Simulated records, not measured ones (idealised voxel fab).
Process module in this document: voxel air gaps
cross-section cut | 300 nm wide | cells 5 nm
If you're reading a cross-section in this doc, picture square cells in a grid; it comes to you as bands, top ones listed first down to the bottom, and a band can be one or more rows of cells. Band entry format. Leading values: height of top, height of bottom, nm. Remainder: materials in left-to-right order, each with its width in nm. Special words: "all across" on a single material, which then fills the band edge to edge; "empty", empty space. Heights are expressed relative to 0, this being the level below which the as-received wafer comprises one material exclusively. The lowest band is unbounded in the downward direction and is denoted as in "0..down". Note: "30->40" means the width goes from the first number (top row of the band) to the second number (bottom row) in equal steps per row of cells. Where the words "left unchanged" appear for a step, the cross-section shows no cell changed by that step; every cell remained as before. Voids lacking openings: empty space of 8 cells or more with no open way to the top, each as width x height at its distance from the left edge, in nm. On each step's line, the part that comes after the settings is the simulator's own comment on the step. "overlay nm" answers the question of how far to the right of plan the mask lay on a step that has a mask, and when it is negative the answer is to the left.
[Set out below are the planned steps of the process]
1,RECEIVE, material Si
2,CONFORMAL_DEP, material SiO2, thk nm 15
3,CONFORMAL_DEP, material SiN, thk nm 5
4,DIRECTIONAL_DEP, material lowk, thk nm 35
5,PATTERN, tone open, mask id LINES, material resist, width nm 15, pitch nm 40, thk nm 15, overlay nm 0
6,DIRECTIONAL_ETCH, etch materials lowk, depth nm 35
7,STRIP, etch materials resist
8,CONFORMAL_DEP, material TiN, thk nm 5
9,FILL_DEP, material Ru, thk nm 5
10,CMP, height nm 55
11,EPI, material Ru, thk nm 10
12,SELECTIVE_ETCH, etch materials lowk, depth nm 45
13,CONFORMAL_DEP, material SiCN, thk nm 5
Among the wafers covered here, the point of difference is the width nm at step 5; their starting state is shared, and the plan presents the value of the first wafer.
[First of several wafers, received after step 1, in cross-section]
	0..down | Si all across
	Voids lacking openings: none
[Depicted here is the first of several wafers in cross-section, at module completion following the last step, step 13]
	70..65 | empty (65) | SiCN (165) | empty (70)
	65..55 | empty (65) | SiCN (5) | Ru (35) | SiCN (5) | Ru (35) | SiCN (5) | Ru (35) | SiCN (5) | Ru (35) | SiCN (5) | empty (70)
	55..50 | empty (65) | SiCN (15) | TiN (5) | Ru (5) | TiN (5) | SiCN (25) | TiN (5) | Ru (5) | TiN (5) | SiCN (25) | TiN (5) | Ru (5) | TiN (5) | SiCN (25) | TiN (5) | Ru (5) | TiN (5) | SiCN (15) | empty (70)
	50..25 | empty (75) | SiCN (5) | TiN (5) | Ru (5) | TiN (5) | SiCN (5) | empty (15) | SiCN (5) | TiN (5) | Ru (5) | TiN (5) | SiCN (5) | empty (15) | SiCN (5) | TiN (5) | Ru (5) | TiN (5) | SiCN (5) | empty (15) | SiCN (5) | TiN (5) | Ru (5) | TiN (5) | SiCN (5) | empty (80)
	25..20 | SiCN (80) | TiN (15) | SiCN (25) | TiN (15) | SiCN (25) | TiN (15) | SiCN (25) | TiN (15) | SiCN (85)
	20..15 | SiN all across
	15..0 | SiO2 all across
	0..down | Si all across
	Voids lacking openings: 15 x 25 at 100; 15 x 25 at 140; 15 x 25 at 180
[Cross-sectional depiction of the last of several wafers upon completion of the module]
	70..65 | empty (60) | SiCN (175) | empty (65)
	65..55 | empty (60) | SiCN (5) | Ru (165) | SiCN (5) | empty (65)
	55..50 | empty (60) | SiCN (15) | TiN (5) | Ru (15) | TiN (5) | lowk (15) | TiN (5) | Ru (15) | TiN (5) | lowk (15) | TiN (5) | Ru (15) | TiN (5) | lowk (15) | TiN (5) | Ru (15) | TiN (5) | SiCN (15) | empty (65)
	50..25 | empty (70) | SiCN (5) | TiN (5) | Ru (15) | TiN (5) | lowk (15) | TiN (5) | Ru (15) | TiN (5) | lowk (15) | TiN (5) | Ru (15) | TiN (5) | lowk (15) | TiN (5) | Ru (15) | TiN (5) | SiCN (5) | empty (75)
	25..20 | SiCN (75) | TiN (25) | lowk (15) | TiN (25) | lowk (15) | TiN (25) | lowk (15) | TiN (25) | SiCN (80)
	20..15 | SiN all across
	15..0 | SiO2 all across
	0..down | Si all across
	Voids lacking openings: none
[Tabulated below, wafer by wafer, are the end-of-module results: for each material, the number of cells gained (+) or lost (-) relative to the as-received state, followed by the closed voids]
width nm 15, +80 Ru, +152 SiCN, +60 SiN, +180 SiO2, +60 TiN, Voids lacking openings: 15 x 25 at 100; 15 x 25 at 140; 15 x 25 at 180
width nm 20, +112 Ru, +86 SiCN, +60 SiN, +180 SiO2, +64 TiN, +84 lowk, Voids lacking openings: none
width nm 25, +138 Ru, +86 SiCN, +60 SiN, +180 SiO2, +68 TiN, +63 lowk, Voids lacking openings: none
